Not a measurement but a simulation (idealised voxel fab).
The process module presented herein is designated voxel trench capacitor.
Cross-section cut spans 285 nm and uses square cells 5 nm in size.
Format of a cross-section: grid, square cells. Given as bands. Order: top down. Band: one or more rows of cells. Look at the band entry: it leads with the top's height and the bottom's height in nm. Then it lists the materials left to right, with a width in nm for each. The word "edge to edge" on a single material says that material fills the band edge to edge. The word "air" is empty space. Counting heights begins at 0, where everything beneath is, in the wafer as received, one material. The lowest band has no bottom; it goes on downwards, as "0 -> down" shows. Graded width ("30->40"): value in top row of band = first number; value in bottom row = second number; row-to-row change constant. Step note "no change occurred" = no cross-section cell changed. This entry, "Sealed void list", enumerates those empty regions of no fewer than 8 cells that possess no open connection to the top. Each region is reported in the form width x height at distance, the distance being taken from the left edge, with all three quantities expressed in nm. after a step's settings: what the simulator itself notes on the step. Each step line may optionally specify "overlay nm", which for a step with a mask gives the rightward distance between the mask's planned place and where it lay, a negative value indicating the leftward direction.

**This section lists the process steps that were planned**
- 1: RECEIVE with material Si
- 2: CONFORMAL_DEP with material SiN, thk nm 5
- 3: MASKED_ETCH with tone open, mask id TRENCH, width nm 20, pitch nm 45, etch materials SiN, depth nm 5, overlay nm 0
- 4: MASKED_ETCH with tone open, mask id TRENCH, width nm 20, pitch nm 45, etch materials Si, depth nm 25, overlay nm -15
- 5: CONFORMAL_DEP with material SiO2, thk nm 5
- 6: FILL_DEP with material polySi, thk nm 5
- 7: CMP with height nm 5
Keep in mind the plan's value for the overlay nm of step 4 comes from the first wafer; the wafers don't share that setting, but they do share the same starting point.

**As-received cross-section, first of several wafers, post step 1**
* 0 -> down | Si edge to edge
* Sealed void list: none

**Heads up, this table goes wafer by wafer. A row tells you, at the end of the module, how many cells of each material that wafer has put on (+) or dropped (-) since it was received, and then its closed voids**
overlay nm -15, -15 Si, +45 SiN, +27 SiO2, Sealed void list: none
overlay nm -10, -30 Si, +45 SiN, +42 SiO2, Sealed void list: none
overlay nm -5, -45 Si, +45 SiN, +42 SiO2, +15 polySi, Sealed void list: none
overlay nm 0, -60 Si, +45 SiN, +42 SiO2, +30 polySi, Sealed void list: none
overlay nm 5, -45 Si, +45 SiN, +42 SiO2, +15 polySi, Sealed void list: none
overlay nm 10, -30 Si, +45 SiN, +42 SiO2, Sealed void list: none
overlay nm 15, -15 Si, +45 SiN, +27 SiO2, Sealed void list: none
